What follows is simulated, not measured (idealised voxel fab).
process module | voxel transistor to metal
cross-section cut | 270 nm wide | cells 5 nm
A cross-section is a grid of square cells, given in bands from the top down. A band is one or more rows of cells.
Each band's line starts with the height of the band's top and of its bottom, in nm. Then come its materials from left to right, each with its width in nm. One material with "throughout" fills the band from edge to edge. "air" is empty space.
Height 0 is the level under which the wafer as received is all one material. The lowest band goes on downwards, as in "0 down".
A width such as "30 to 40" changes by the same amount from each row of cells to the next, from the band's top row to its bottom row.
"no change" after a step means that no cell of the cross-section changed.
closed voids: empty space of 8 cells or more with no open way to the top, each as width x height at its distance from the left edge, in nm
after a step's settings: what the simulator itself notes on the step
overlay nm, on a step with a mask: how far to the right of its planned place the mask lay; to the left if negative
plan
1 op RECEIVE | material Si
2 op CONFORMAL_DEP | material SiO2 | thk nm 5
3 op CONFORMAL_DEP | material SiN | thk nm 15
4 op DIRECTIONAL_DEP | material aC | thk nm 10
5 op PATTERN | tone cover | mask id ACTIVE | material resist | width nm 105 | pitch nm 125 | thk nm 30 | overlay nm 0
6 op DIRECTIONAL_ETCH | etch materials aC | depth nm 10
7 op STRIP | etch materials resist
8 op DIRECTIONAL_ETCH | etch materials SiN | depth nm 15
9 op DIRECTIONAL_ETCH | etch materials SiO2 | depth nm 5
10 op DIRECTIONAL_ETCH | etch materials Si | depth nm 20
11 op STRIP | etch materials aC
12 op FILL_DEP | material SiO2 | thk nm 10
13 op CMP | height nm 20
14 op SELECTIVE_ETCH | etch materials SiO2 | depth nm 5
15 op STRIP | etch materials SiN
16 op SELECTIVE_ETCH | etch materials SiO2 | depth nm 5
17 op OXIDIZE | depth nm 5
18 op DIRECTIONAL_DEP | material polySi | thk nm 25
19 op DIRECTIONAL_DEP | material SiCN | thk nm 15
20 op MASKED_ETCH | tone cover | mask id GATE | width nm 25 | pitch nm 125 | etch materials SiCN | depth nm 25 | overlay nm 0
21 op MASKED_ETCH | tone cover | mask id GATE | width nm 25 | pitch nm 125 | etch materials polySi | depth nm 35 | overlay nm 0
22 op CONFORMAL_DEP | material SiN | thk nm 5
23 op DIRECTIONAL_ETCH | etch materials SiN | depth nm 5
24 op DIRECTIONAL_ETCH | etch materials SiO2 | depth nm 5
25 op DIRECTIONAL_ETCH | etch materials Si | depth nm 10
26 op EPI | material nSi | thk nm 10
27 op FILL_DEP | material SiO2 | thk nm 5
28 op CMP | height nm 25
29 op STRIP | etch materials polySi
30 op SELECTIVE_ETCH | etch materials SiO2 | depth nm 5
31 op CONFORMAL_DEP | material HfO2 | thk nm 5
32 op CONFORMAL_DEP | material TiN | thk nm 5
33 op FILL_DEP | material W | thk nm 5
34 op CMP | height nm 20
35 op DIRECTIONAL_DEP | material SiO2 | thk nm 10
36 op PATTERN | tone open | mask id CONTACT | material resist | width nm 15 | thk nm 20 | overlay nm 0
37 op DIRECTIONAL_ETCH | etch materials SiO2 | depth nm 35
38 op STRIP | etch materials resist
39 op CONFORMAL_DEP | material TiN | thk nm 5
40 op FILL_DEP | material Ru | thk nm 10
41 op CMP | height nm 30
42 op DIRECTIONAL_DEP | material TiN | thk nm 5
43 op DIRECTIONAL_DEP | material Ru | thk nm 15
44 op MASKED_ETCH | tone cover | mask id METAL_1 | width nm 15 | etch materials Ru | depth nm 15 | overlay nm 0
45 op MASKED_ETCH | tone cover | mask id METAL_1 | width nm 15 | etch materials TiN | depth nm 5 | overlay nm 0
46 op CONFORMAL_DEP | material SiCN | thk nm 5
47 op FILL_DEP | material lowk | thk nm 5
48 op CMP | height nm 50
49 op CONFORMAL_DEP | material SiCN | thk nm 5
first wafer, as planned
as received, after step 1
  0 down: Si throughout
  closed voids: none
after step 2
  5 to 0: SiO2 throughout
  below 0: unchanged
after step 3
  20 to 5: SiN throughout
  below 5: unchanged
after step 4
  30 to 20: aC throughout
  below 20: unchanged
after step 5
  60 to 30: air 20 | resist 105 | air 20 | resist 105 | air 20
  below 30: unchanged
after step 6
  50 to 30: air 20 | resist 105 | air 20 | resist 105 | air 20
  30 to 20: air 20 | aC 105 | air 20 | aC 105 | air 20
  below 20: unchanged
after step 7
  30 to 20: air 20 | aC 105 | air 20 | aC 105 | air 20
  below 20: unchanged
after step 8
  30 to 20: air 20 | aC 105 | air 20 | aC 105 | air 20
  20 to 5: air 20 | SiN 105 | air 20 | SiN 105 | air 20
  below 5: unchanged
after step 9
  30 to 20: air 20 | aC 105 | air 20 | aC 105 | air 20
  20 to 5: air 20 | SiN 105 | air 20 | SiN 105 | air 20
  5 to 0: air 20 | SiO2 105 | air 20 | SiO2 105 | air 20
  below 0: unchanged
after step 10
  30 to 20: air 20 | aC 105 | air 20 | aC 105 | air 20
  20 to 5: air 20 | SiN 105 | air 20 | SiN 105 | air 20
  5 to 0: air 20 | SiO2 105 | air 20 | SiO2 105 | air 20
  0 to -20: air 20 | Si 105 | air 20 | Si 105 | air 20
  below -20: unchanged
after step 11
  20 to 5: air 20 | SiN 105 | air 20 | SiN 105 | air 20
  below 5: unchanged
after step 12
  30 to 20: SiO2 throughout
  20 to 5: SiO2 20 | SiN 105 | SiO2 20 | SiN 105 | SiO2 20
  5 to 0: SiO2 throughout
  0 to -20: SiO2 20 | Si 105 | SiO2 20 | Si 105 | SiO2 20
  below -20: unchanged
after step 13
  20 to 5: SiO2 20 | SiN 105 | SiO2 20 | SiN 105 | SiO2 20
  below 5: unchanged
after step 14
  20 to 15: air 20 | SiN 105 | air 20 | SiN 105 | air 20
  below 15: unchanged
after step 15
  15 to 5: SiO2 20 | air 105 | SiO2 20 | air 105 | SiO2 20
  below 5: unchanged
after step 16
  10 to 0: SiO2 15 | air 115 | SiO2 10 | air 115 | SiO2 15
  below 0: unchanged
after step 17
  10 to 0: SiO2 15 | air 115 | SiO2 10 | air 115 | SiO2 15
  0 to -5: SiO2 throughout
  below -5: unchanged
after step 18
  35 to 25: polySi 15 | air 115 | polySi 10 | air 115 | polySi 15
  25 to 10: polySi throughout
  10 to 0: SiO2 15 | polySi 115 | SiO2 10 | polySi 115 | SiO2 15
  below 0: unchanged
after step 19
  50 to 40: SiCN 15 | air 115 | SiCN 10 | air 115 | SiCN 15
  40 to 35: SiCN throughout
  35 to 25: polySi 15 | SiCN 115 | polySi 10 | SiCN 115 | polySi 15
  below 25: unchanged
after step 20
  40 to 35: air 60 | SiCN 25 | air 100 | SiCN 25 | air 60
  35 to 25: polySi 15 | air 45 | SiCN 25 | air 45 | polySi 10 | air 45 | SiCN 25 | air 45 | polySi 15
  below 25: unchanged
after step 21
  40 to 25: air 60 | SiCN 25 | air 100 | SiCN 25 | air 60
  25 to 10: air 60 | polySi 25 | air 100 | polySi 25 | air 60
  10 to 0: SiO2 15 | air 45 | polySi 25 | air 45 | SiO2 10 | air 45 | polySi 25 | air 45 | SiO2 15
  below 0: unchanged
after step 22
  45 to 40: air 55 | SiN 35 | air 90 | SiN 35 | air 55
  40 to 25: air 55 | SiN 5 | SiCN 25 | SiN 5 | air 90 | SiN 5 | SiCN 25 | SiN 5 | air 55
  25 to 15: air 55 | SiN 5 | polySi 25 | SiN 5 | air 90 | SiN 5 | polySi 25 | SiN 5 | air 55
  15 to 10: SiN 20 | air 35 | SiN 5 | polySi 25 | SiN 5 | air 35 | SiN 20 | air 35 | SiN 5 | polySi 25 | SiN 5 | air 35 | SiN 20
  10 to 5: SiO2 15 | SiN 5 | air 35 | SiN 5 | polySi 25 | SiN 5 | air 35 | SiN 5 | SiO2 10 | SiN 5 | air 35 | SiN 5 | polySi 25 | SiN 5 | air 35 | SiN 5 | SiO2 15
  5 to 0: SiO2 15 | SiN 45 | polySi 25 | SiN 45 | SiO2 10 | SiN 45 | polySi 25 | SiN 45 | SiO2 15
  below 0: unchanged
after step 23
  40 to 25: air 55 | SiN 5 | SiCN 25 | SiN 5 | air 90 | SiN 5 | SiCN 25 | SiN 5 | air 55
  25 to 10: air 55 | SiN 5 | polySi 25 | SiN 5 | air 90 | SiN 5 | polySi 25 | SiN 5 | air 55
  10 to 0: SiO2 15 | SiN 5 | air 35 | SiN 5 | polySi 25 | SiN 5 | air 35 | SiN 5 | SiO2 10 | SiN 5 | air 35 | SiN 5 | polySi 25 | SiN 5 | air 35 | SiN 5 | SiO2 15
  below 0: unchanged
after step 24
  40 to 25: air 55 | SiN 5 | SiCN 25 | SiN 5 | air 90 | SiN 5 | SiCN 25 | SiN 5 | air 55
  25 to 10: air 55 | SiN 5 | polySi 25 | SiN 5 | air 90 | SiN 5 | polySi 25 | SiN 5 | air 55
  10 to 5: air 15 | SiN 5 | air 35 | SiN 5 | polySi 25 | SiN 5 | air 35 | SiN 5 | air 10 | SiN 5 | air 35 | SiN 5 | polySi 25 | SiN 5 | air 35 | SiN 5 | air 15
  5 to 0: SiO2 15 | SiN 5 | air 35 | SiN 5 | polySi 25 | SiN 5 | air 35 | SiN 5 | SiO2 10 | SiN 5 | air 35 | SiN 5 | polySi 25 | SiN 5 | air 35 | SiN 5 | SiO2 15
  0 to -5: SiO2 20 | air 35 | SiO2 35 | air 35 | SiO2 20 | air 35 | SiO2 35 | air 35 | SiO2 20
  below -5: unchanged
after step 25
  40 to 25: air 55 | SiN 5 | SiCN 25 | SiN 5 | air 90 | SiN 5 | SiCN 25 | SiN 5 | air 55
  25 to 10: air 55 | SiN 5 | polySi 25 | SiN 5 | air 90 | SiN 5 | polySi 25 | SiN 5 | air 55
  10 to 5: air 15 | SiN 5 | air 35 | SiN 5 | polySi 25 | SiN 5 | air 35 | SiN 5 | air 10 | SiN 5 | air 35 | SiN 5 | polySi 25 | SiN 5 | air 35 | SiN 5 | air 15
  5 to 0: SiO2 15 | SiN 5 | air 35 | SiN 5 | polySi 25 | SiN 5 | air 35 | SiN 5 | SiO2 10 | SiN 5 | air 35 | SiN 5 | polySi 25 | SiN 5 | air 35 | SiN 5 | SiO2 15
  0 to -5: SiO2 20 | air 35 | SiO2 35 | air 35 | SiO2 20 | air 35 | SiO2 35 | air 35 | SiO2 20
  -5 to -15: SiO2 20 | air 35 | Si 35 | air 35 | SiO2 20 | air 35 | Si 35 | air 35 | SiO2 20
  below -15: unchanged
after step 26
  40 to 25: air 55 | SiN 5 | SiCN 25 | SiN 5 | air 90 | SiN 5 | SiCN 25 | SiN 5 | air 55
  25 to 10: air 55 | SiN 5 | polySi 25 | SiN 5 | air 90 | SiN 5 | polySi 25 | SiN 5 | air 55
  10 to 5: air 15 | SiN 5 | air 35 | SiN 5 | polySi 25 | SiN 5 | air 35 | SiN 5 | air 10 | SiN 5 | air 35 | SiN 5 | polySi 25 | SiN 5 | air 35 | SiN 5 | air 15
  5 to 0: SiO2 15 | SiN 5 | air 25 | nSi 10 | SiN 5 | polySi 25 | SiN 5 | nSi 10 | air 25 | SiN 5 | SiO2 10 | SiN 5 | air 25 | nSi 10 | SiN 5 | polySi 25 | SiN 5 | nSi 10 | air 25 | SiN 5 | SiO2 15
  0 to -5: SiO2 20 | air 25 | nSi 10 | SiO2 35 | nSi 10 | air 25 | SiO2 20 | air 25 | nSi 10 | SiO2 35 | nSi 10 | air 25 | SiO2 20
  -5 to -15: SiO2 20 | nSi 35 | Si 35 | nSi 35 | SiO2 20 | nSi 35 | Si 35 | nSi 35 | SiO2 20
  below -15: unchanged
after step 27
  45 to 40: SiO2 throughout
  40 to 25: SiO2 55 | SiN 5 | SiCN 25 | SiN 5 | SiO2 90 | SiN 5 | SiCN 25 | SiN 5 | SiO2 55
  25 to 10: SiO2 55 | SiN 5 | polySi 25 | SiN 5 | SiO2 90 | SiN 5 | polySi 25 | SiN 5 | SiO2 55
  10 to 5: SiO2 15 | SiN 5 | SiO2 35 | SiN 5 | polySi 25 | SiN 5 | SiO2 35 | SiN 5 | SiO2 10 | SiN 5 | SiO2 35 | SiN 5 | polySi 25 | SiN 5 | SiO2 35 | SiN 5 | SiO2 15
  5 to 0: SiO2 15 | SiN 5 | SiO2 25 | nSi 10 | SiN 5 | polySi 25 | SiN 5 | nSi 10 | SiO2 25 | SiN 5 | SiO2 10 | SiN 5 | SiO2 25 | nSi 10 | SiN 5 | polySi 25 | SiN 5 | nSi 10 | SiO2 25 | SiN 5 | SiO2 15
  0 to -5: SiO2 45 | nSi 10 | SiO2 35 | nSi 10 | SiO2 70 | nSi 10 | SiO2 35 | nSi 10 | SiO2 45
  below -5: unchanged
after step 28
  25 to 10: SiO2 55 | SiN 5 | polySi 25 | SiN 5 | SiO2 90 | SiN 5 | polySi 25 | SiN 5 | SiO2 55
  below 10: unchanged
after step 29
  25 to 10: SiO2 55 | SiN 5 | air 25 | SiN 5 | SiO2 90 | SiN 5 | air 25 | SiN 5 | SiO2 55
  10 to 5: SiO2 15 | SiN 5 | SiO2 35 | SiN 5 | air 25 | SiN 5 | SiO2 35 | SiN 5 | SiO2 10 | SiN 5 | SiO2 35 | SiN 5 | air 25 | SiN 5 | SiO2 35 | SiN 5 | SiO2 15
  5 to 0: SiO2 15 | SiN 5 | SiO2 25 | nSi 10 | SiN 5 | air 25 | SiN 5 | nSi 10 | SiO2 25 | SiN 5 | SiO2 10 | SiN 5 | SiO2 25 | nSi 10 | SiN 5 | air 25 | SiN 5 | nSi 10 | SiO2 25 | SiN 5 | SiO2 15
  below 0: unchanged
after step 30
  25 to 20: air 55 | SiN 5 | air 25 | SiN 5 | air 90 | SiN 5 | air 25 | SiN 5 | air 55
  20 to 10: SiO2 55 | SiN 5 | air 25 | SiN 5 | SiO2 90 | SiN 5 | air 25 | SiN 5 | SiO2 55
  10 to 5: SiO2 15 | SiN 5 | SiO2 35 | SiN 5 | air 25 | SiN 5 | SiO2 35 | SiN 5 | SiO2 10 | SiN 5 | SiO2 35 | SiN 5 | air 25 | SiN 5 | SiO2 35 | SiN 5 | SiO2 15
  5 to 0: SiO2 15 | SiN 5 | SiO2 25 | nSi 10 | SiN 5 | air 25 | SiN 5 | nSi 10 | SiO2 25 | SiN 5 | SiO2 10 | SiN 5 | SiO2 25 | nSi 10 | SiN 5 | air 25 | SiN 5 | nSi 10 | SiO2 25 | SiN 5 | SiO2 15
  0 to -5: SiO2 45 | nSi 10 | air 35 | nSi 10 | SiO2 70 | nSi 10 | air 35 | nSi 10 | SiO2 45
  below -5: unchanged
after step 31
  30 to 25: air 50 | HfO2 15 | air 15 | HfO2 15 | air 80 | HfO2 15 | air 15 | HfO2 15 | air 50
  25 to 20: HfO2 55 | SiN 5 | HfO2 5 | air 15 | HfO2 5 | SiN 5 | HfO2 90 | SiN 5 | HfO2 5 | air 15 | HfO2 5 | SiN 5 | HfO2 55
  20 to 10: SiO2 55 | SiN 5 | HfO2 5 | air 15 | HfO2 5 | SiN 5 | SiO2 90 | SiN 5 | HfO2 5 | air 15 | HfO2 5 | SiN 5 | SiO2 55
  10 to 5: SiO2 15 | SiN 5 | SiO2 35 | SiN 5 | HfO2 5 | air 15 | HfO2 5 | SiN 5 | SiO2 35 | SiN 5 | SiO2 10 | SiN 5 | SiO2 35 | SiN 5 | HfO2 5 | air 15 | HfO2 5 | SiN 5 | SiO2 35 | SiN 5 | SiO2 15
  5 to 0: SiO2 15 | SiN 5 | SiO2 25 | nSi 10 | SiN 5 | HfO2 5 | air 15 | HfO2 5 | SiN 5 | nSi 10 | SiO2 25 | SiN 5 | SiO2 10 | SiN 5 | SiO2 25 | nSi 10 | SiN 5 | HfO2 5 | air 15 | HfO2 5 | SiN 5 | nSi 10 | SiO2 25 | SiN 5 | SiO2 15
  0 to -5: SiO2 45 | nSi 10 | HfO2 35 | nSi 10 | SiO2 70 | nSi 10 | HfO2 35 | nSi 10 | SiO2 45
  below -5: unchanged
after step 32
  35 to 30: air 45 | TiN 25 | air 5 | TiN 25 | air 70 | TiN 25 | air 5 | TiN 25 | air 45
  30 to 25: TiN 50 | HfO2 15 | TiN 5 | air 5 | TiN 5 | HfO2 15 | TiN 80 | HfO2 15 | TiN 5 | air 5 | TiN 5 | HfO2 15 | TiN 50
  25 to 20: HfO2 55 | SiN 5 | HfO2 5 | TiN 5 | air 5 | TiN 5 | HfO2 5 | SiN 5 | HfO2 90 | SiN 5 | HfO2 5 | TiN 5 | air 5 | TiN 5 | HfO2 5 | SiN 5 | HfO2 55
  20 to 10: SiO2 55 | SiN 5 | HfO2 5 | TiN 5 | air 5 | TiN 5 | HfO2 5 | SiN 5 | SiO2 90 | SiN 5 | HfO2 5 | TiN 5 | air 5 | TiN 5 | HfO2 5 | SiN 5 | SiO2 55
  10 to 5: SiO2 15 | SiN 5 | SiO2 35 | SiN 5 | HfO2 5 | TiN 5 | air 5 | TiN 5 | HfO2 5 | SiN 5 | SiO2 35 | SiN 5 | SiO2 10 | SiN 5 | SiO2 35 | SiN 5 | HfO2 5 | TiN 5 | air 5 | TiN 5 | HfO2 5 | SiN 5 | SiO2 35 | SiN 5 | SiO2 15
  5 to 0: SiO2 15 | SiN 5 | SiO2 25 | nSi 10 | SiN 5 | HfO2 5 | TiN 15 | HfO2 5 | SiN 5 | nSi 10 | SiO2 25 | SiN 5 | SiO2 10 | SiN 5 | SiO2 25 | nSi 10 | SiN 5 | HfO2 5 | TiN 15 | HfO2 5 | SiN 5 | nSi 10 | SiO2 25 | SiN 5 | SiO2 15
  below 0: unchanged
after step 33
  40 to 35: W throughout
  35 to 30: W 45 | TiN 25 | W 5 | TiN 25 | W 70 | TiN 25 | W 5 | TiN 25 | W 45
  30 to 25: TiN 50 | HfO2 15 | TiN 5 | W 5 | TiN 5 | HfO2 15 | TiN 80 | HfO2 15 | TiN 5 | W 5 | TiN 5 | HfO2 15 | TiN 50
  25 to 20: HfO2 55 | SiN 5 | HfO2 5 | TiN 5 | W 5 | TiN 5 | HfO2 5 | SiN 5 | HfO2 90 | SiN 5 | HfO2 5 | TiN 5 | W 5 | TiN 5 | HfO2 5 | SiN 5 | HfO2 55
  20 to 10: SiO2 55 | SiN 5 | HfO2 5 | TiN 5 | W 5 | TiN 5 | HfO2 5 | SiN 5 | SiO2 90 | SiN 5 | HfO2 5 | TiN 5 | W 5 | TiN 5 | HfO2 5 | SiN 5 | SiO2 55
  10 to 5: SiO2 15 | SiN 5 | SiO2 35 | SiN 5 | HfO2 5 | TiN 5 | W 5 | TiN 5 | HfO2 5 | SiN 5 | SiO2 35 | SiN 5 | SiO2 10 | SiN 5 | SiO2 35 | SiN 5 | HfO2 5 | TiN 5 | W 5 | TiN 5 | HfO2 5 | SiN 5 | SiO2 35 | SiN 5 | SiO2 15
  below 5: unchanged
after step 34
  20 to 10: SiO2 55 | SiN 5 | HfO2 5 | TiN 5 | W 5 | TiN 5 | HfO2 5 | SiN 5 | SiO2 90 | SiN 5 | HfO2 5 | TiN 5 | W 5 | TiN 5 | HfO2 5 | SiN 5 | SiO2 55
  below 10: unchanged
after step 35
  30 to 20: SiO2 throughout
  below 20: unchanged
after step 36
  50 to 30: resist 30 | air 15 | resist 55 | air 15 | resist 40 | air 15 | resist 55 | air 15 | resist 30
  below 30: unchanged
after step 37
  50 to 30: resist 30 | air 15 | resist 55 | air 15 | resist 40 | air 15 | resist 55 | air 15 | resist 30
  30 to 20: SiO2 30 | air 15 | SiO2 55 | air 15 | SiO2 40 | air 15 | SiO2 55 | air 15 | SiO2 30
  20 to 10: SiO2 30 | air 15 | SiO2 10 | SiN 5 | HfO2 5 | TiN 5 | W 5 | TiN 5 | HfO2 5 | SiN 5 | SiO2 10 | air 15 | SiO2 40 | air 15 | SiO2 10 | SiN 5 | HfO2 5 | TiN 5 | W 5 | TiN 5 | HfO2 5 | SiN 5 | SiO2 10 | air 15 | SiO2 30
  10 to 5: SiO2 15 | SiN 5 | SiO2 10 | air 15 | SiO2 10 | SiN 5 | HfO2 5 | TiN 5 | W 5 | TiN 5 | HfO2 5 | SiN 5 | SiO2 10 | air 15 | SiO2 10 | SiN 5 | SiO2 10 | SiN 5 | SiO2 10 | air 15 | SiO2 10 | SiN 5 | HfO2 5 | TiN 5 | W 5 | TiN 5 | HfO2 5 | SiN 5 | SiO2 10 | air 15 | SiO2 10 | SiN 5 | SiO2 15
  5 to 0: SiO2 15 | SiN 5 | SiO2 10 | air 15 | nSi 10 | SiN 5 | HfO2 5 | TiN 15 | HfO2 5 | SiN 5 | nSi 10 | air 15 | SiO2 10 | SiN 5 | SiO2 10 | SiN 5 | SiO2 10 | air 15 | nSi 10 | SiN 5 | HfO2 5 | TiN 15 | HfO2 5 | SiN 5 | nSi 10 | air 15 | SiO2 10 | SiN 5 | SiO2 15
  0 to -5: SiO2 30 | air 15 | nSi 10 | HfO2 35 | nSi 10 | air 15 | SiO2 40 | air 15 | nSi 10 | HfO2 35 | nSi 10 | air 15 | SiO2 30
  below -5: unchanged
after step 38
  30 to 20: SiO2 30 | air 15 | SiO2 55 | air 15 | SiO2 40 | air 15 | SiO2 55 | air 15 | SiO2 30
  below 20: unchanged
after step 39
  35 to 30: TiN 35 | air 5 | TiN 65 | air 5 | TiN 50 | air 5 | TiN 65 | air 5 | TiN 35
  30 to 20: SiO2 30 | TiN 5 | air 5 | TiN 5 | SiO2 55 | TiN 5 | air 5 | TiN 5 | SiO2 40 | TiN 5 | air 5 | TiN 5 | SiO2 55 | TiN 5 | air 5 | TiN 5 | SiO2 30
  20 to 10: SiO2 30 | TiN 5 | air 5 | TiN 5 | SiO2 10 | SiN 5 | HfO2 5 | TiN 5 | W 5 | TiN 5 | HfO2 5 | SiN 5 | SiO2 10 | TiN 5 | air 5 | TiN 5 | SiO2 40 | TiN 5 | air 5 | TiN 5 | SiO2 10 | SiN 5 | HfO2 5 | TiN 5 | W 5 | TiN 5 | HfO2 5 | SiN 5 | SiO2 10 | TiN 5 | air 5 | TiN 5 | SiO2 30
  10 to 5: SiO2 15 | SiN 5 | SiO2 10 | TiN 5 | air 5 | TiN 5 | SiO2 10 | SiN 5 | HfO2 5 | TiN 5 | W 5 | TiN 5 | HfO2 5 | SiN 5 | SiO2 10 | TiN 5 | air 5 | TiN 5 | SiO2 10 | SiN 5 | SiO2 10 | SiN 5 | SiO2 10 | TiN 5 | air 5 | TiN 5 | SiO2 10 | SiN 5 | HfO2 5 | TiN 5 | W 5 | TiN 5 | HfO2 5 | SiN 5 | SiO2 10 | TiN 5 | air 5 | TiN 5 | SiO2 10 | SiN 5 | SiO2 15
  5 to 0: SiO2 15 | SiN 5 | SiO2 10 | TiN 5 | air 5 | TiN 5 | nSi 10 | SiN 5 | HfO2 5 | TiN 15 | HfO2 5 | SiN 5 | nSi 10 | TiN 5 | air 5 | TiN 5 | SiO2 10 | SiN 5 | SiO2 10 | SiN 5 | SiO2 10 | TiN 5 | air 5 | TiN 5 | nSi 10 | SiN 5 | HfO2 5 | TiN 15 | HfO2 5 | SiN 5 | nSi 10 | TiN 5 | air 5 | TiN 5 | SiO2 10 | SiN 5 | SiO2 15
  0 to -5: SiO2 30 | TiN 15 | nSi 10 | HfO2 35 | nSi 10 | TiN 15 | SiO2 40 | TiN 15 | nSi 10 | HfO2 35 | nSi 10 | TiN 15 | SiO2 30
  below -5: unchanged
after step 40
  45 to 35: Ru throughout
  35 to 30: TiN 35 | Ru 5 | TiN 65 | Ru 5 | TiN 50 | Ru 5 | TiN 65 | Ru 5 | TiN 35
  30 to 20: SiO2 30 | TiN 5 | Ru 5 | TiN 5 | SiO2 55 | TiN 5 | Ru 5 | TiN 5 | SiO2 40 | TiN 5 | Ru 5 | TiN 5 | SiO2 55 | TiN 5 | Ru 5 | TiN 5 | SiO2 30
  20 to 10: SiO2 30 | TiN 5 | Ru 5 | TiN 5 | SiO2 10 | SiN 5 | HfO2 5 | TiN 5 | W 5 | TiN 5 | HfO2 5 | SiN 5 | SiO2 10 | TiN 5 | Ru 5 | TiN 5 | SiO2 40 | TiN 5 | Ru 5 | TiN 5 | SiO2 10 | SiN 5 | HfO2 5 | TiN 5 | W 5 | TiN 5 | HfO2 5 | SiN 5 | SiO2 10 | TiN 5 | Ru 5 | TiN 5 | SiO2 30
  10 to 5: SiO2 15 | SiN 5 | SiO2 10 | TiN 5 | Ru 5 | TiN 5 | SiO2 10 | SiN 5 | HfO2 5 | TiN 5 | W 5 | TiN 5 | HfO2 5 | SiN 5 | SiO2 10 | TiN 5 | Ru 5 | TiN 5 | SiO2 10 | SiN 5 | SiO2 10 | SiN 5 | SiO2 10 | TiN 5 | Ru 5 | TiN 5 | SiO2 10 | SiN 5 | HfO2 5 | TiN 5 | W 5 | TiN 5 | HfO2 5 | SiN 5 | SiO2 10 | TiN 5 | Ru 5 | TiN 5 | SiO2 10 | SiN 5 | SiO2 15
  5 to 0: SiO2 15 | SiN 5 | SiO2 10 | TiN 5 | Ru 5 | TiN 5 | nSi 10 | SiN 5 | HfO2 5 | TiN 15 | HfO2 5 | SiN 5 | nSi 10 | TiN 5 | Ru 5 | TiN 5 | SiO2 10 | SiN 5 | SiO2 10 | SiN 5 | SiO2 10 | TiN 5 | Ru 5 | TiN 5 | nSi 10 | SiN 5 | HfO2 5 | TiN 15 | HfO2 5 | SiN 5 | nSi 10 | TiN 5 | Ru 5 | TiN 5 | SiO2 10 | SiN 5 | SiO2 15
  below 0: unchanged
after step 41
  30 to 20: SiO2 30 | TiN 5 | Ru 5 | TiN 5 | SiO2 55 | TiN 5 | Ru 5 | TiN 5 | SiO2 40 | TiN 5 | Ru 5 | TiN 5 | SiO2 55 | TiN 5 | Ru 5 | TiN 5 | SiO2 30
  below 20: unchanged
after step 42
  35 to 30: TiN throughout
  below 30: unchanged
after step 43
  50 to 35: Ru throughout
  below 35: unchanged
after step 44
  50 to 35: air 30 | Ru 15 | air 55 | Ru 15 | air 40 | Ru 15 | air 55 | Ru 15 | air 30
  below 35: unchanged
after step 45
  50 to 35: air 30 | Ru 15 | air 55 | Ru 15 | air 40 | Ru 15 | air 55 | Ru 15 | air 30
  35 to 30: air 30 | TiN 15 | air 55 | TiN 15 | air 40 | TiN 15 | air 55 | TiN 15 | air 30
  below 30: unchanged
after step 46
  55 to 50: air 25 | SiCN 25 | air 45 | SiCN 25 | air 30 | SiCN 25 | air 45 | SiCN 25 | air 25
  50 to 35: air 25 | SiCN 5 | Ru 15 | SiCN 5 | air 45 | SiCN 5 | Ru 15 | SiCN 5 | air 30 | SiCN 5 | Ru 15 | SiCN 5 | air 45 | SiCN 5 | Ru 15 | SiCN 5 | air 25
  35 to 30: SiCN 30 | TiN 15 | SiCN 55 | TiN 15 | SiCN 40 | TiN 15 | SiCN 55 | TiN 15 | SiCN 30
  below 30: unchanged
after step 47
  60 to 55: lowk throughout
  55 to 50: lowk 25 | SiCN 25 | lowk 45 | SiCN 25 | lowk 30 | SiCN 25 | lowk 45 | SiCN 25 | lowk 25
  50 to 35: lowk 25 | SiCN 5 | Ru 15 | SiCN 5 | lowk 45 | SiCN 5 | Ru 15 | SiCN 5 | lowk 30 | SiCN 5 | Ru 15 | SiCN 5 | lowk 45 | SiCN 5 | Ru 15 | SiCN 5 | lowk 25
  below 35: unchanged
after step 48
  50 to 35: lowk 25 | SiCN 5 | Ru 15 | SiCN 5 | lowk 45 | SiCN 5 | Ru 15 | SiCN 5 | lowk 30 | SiCN 5 | Ru 15 | SiCN 5 | lowk 45 | SiCN 5 | Ru 15 | SiCN 5 | lowk 25
  below 35: unchanged
after step 49
  55 to 50: SiCN throughout
  below 50: unchanged
second wafer: like start, like plan, one mistake. Through step 43 it matches the first wafer
when step 44 should have ended
  50 to 35: air 35 | Ru 15 | air 55 | Ru 15 | air 40 | Ru 15 | air 55 | Ru 15 | air 25
  below 35: unchanged
when step 45 should have ended
  50 to 35: air 35 | Ru 15 | air 55 | Ru 15 | air 40 | Ru 15 | air 55 | Ru 15 | air 25
  35 to 30: air 30 | TiN 20 | air 50 | TiN 20 | air 35 | TiN 20 | air 50 | TiN 20 | air 25
  below 30: unchanged
when step 46 should have ended
  55 to 50: air 30 | SiCN 25 | air 45 | SiCN 25 | air 30 | SiCN 25 | air 45 | SiCN 25 | air 20
  50 to 40: air 30 | SiCN 5 | Ru 15 | SiCN 5 | air 45 | SiCN 5 | Ru 15 | SiCN 5 | air 30 | SiCN 5 | Ru 15 | SiCN 5 | air 45 | SiCN 5 | Ru 15 | SiCN 5 | air 20
  40 to 35: air 25 | SiCN 10 | Ru 15 | SiCN 5 | air 40 | SiCN 10 | Ru 15 | SiCN 5 | air 25 | SiCN 10 | Ru 15 | SiCN 5 | air 40 | SiCN 10 | Ru 15 | SiCN 5 | air 20
  35 to 30: SiCN 30 | TiN 20 | SiCN 50 | TiN 20 | SiCN 35 | TiN 20 | SiCN 50 | TiN 20 | SiCN 25
  below 30: unchanged
when step 47 should have ended
  60 to 55: lowk throughout
  55 to 50: lowk 30 | SiCN 25 | lowk 45 | SiCN 25 | lowk 30 | SiCN 25 | lowk 45 | SiCN 25 | lowk 20
  50 to 40: lowk 30 | SiCN 5 | Ru 15 | SiCN 5 | lowk 45 | SiCN 5 | Ru 15 | SiCN 5 | lowk 30 | SiCN 5 | Ru 15 | SiCN 5 | lowk 45 | SiCN 5 | Ru 15 | SiCN 5 | lowk 20
  40 to 35: lowk 25 | SiCN 10 | Ru 15 | SiCN 5 | lowk 40 | SiCN 10 | Ru 15 | SiCN 5 | lowk 25 | SiCN 10 | Ru 15 | SiCN 5 | lowk 40 | SiCN 10 | Ru 15 | SiCN 5 | lowk 20
  below 35: unchanged
when step 48 should have ended
  50 to 40: lowk 30 | SiCN 5 | Ru 15 | SiCN 5 | lowk 45 | SiCN 5 | Ru 15 | SiCN 5 | lowk 30 | SiCN 5 | Ru 15 | SiCN 5 | lowk 45 | SiCN 5 | Ru 15 | SiCN 5 | lowk 20
  below 40: unchanged
when step 49 should have ended
  55 to 50: SiCN throughout
  below 50: unchanged
what went wrong: step 44 ran as: op MASKED_ETCH | tone cover | mask id METAL_1 | width nm 15 | etch materials Ru | depth nm 15 | overlay nm 5
at the end the second wafer has, in cells: 4 more of TiN | 4 fewer of lowk
